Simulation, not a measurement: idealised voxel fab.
process module | voxel trench capacitor
cross-section cut | 260 nm wide | cells 5 nm
A cross-section is a grid of square cells, given in bands from the top down. A band is one or more rows of cells.
Each band's line starts with the height of the band's top and of its bottom, in nm. Then come its materials from left to right, each with its width in nm. One material with "throughout" fills the band from edge to edge. "air" is empty space.
Height 0 is the level under which the wafer as received is all one material. The lowest band goes on downwards, as in "0 down".
A width such as "30 to 40" changes by the same amount from each row of cells to the next, from the band's top row to its bottom row.
"no change" after a step means that no cell of the cross-section changed.
closed voids: empty space of 8 cells or more with no open way to the top, each as width x height at its distance from the left edge, in nm
after a step's settings: what the simulator itself notes on the step
overlay nm, on a step with a mask: how far to the right of its planned place the mask lay; to the left if negative
plan
1 op RECEIVE | material Si
2 op CONFORMAL_DEP | material SiN | thk nm 10
3 op PATTERN | tone open | mask id TRENCH | material resist | width nm 25 | pitch nm 45 | thk nm 15 | overlay nm 0
4 op DIRECTIONAL_ETCH | etch materials SiN | depth nm 10
5 op DIRECTIONAL_ETCH | etch materials Si | depth nm 40
6 op STRIP | etch materials resist
7 op CONFORMAL_DEP | material Al2O3 | thk nm 5
8 op CONFORMAL_DEP | material TiN | thk nm 5
9 op FILL_DEP | material W | thk nm 5
10 op CMP | height nm 10
as received, after step 1
  0 down: Si throughout
  closed voids: none
a wafer at the end: this start, this plan, one mistake
  10 to 0: SiN 50 | Al2O3 25 | SiN 20 | Al2O3 25 | SiN 20 | Al2O3 25 | SiN 20 | Al2O3 25 | SiN 50
  0 to -40: Si 50 | Al2O3 25 | Si 20 | Al2O3 25 | Si 20 | Al2O3 25 | Si 20 | Al2O3 25 | Si 50
  -40 down: Si throughout
  closed voids: none
what went wrong: step 7 ran as: op CONFORMAL_DEP | material Al2O3 | thk nm 15
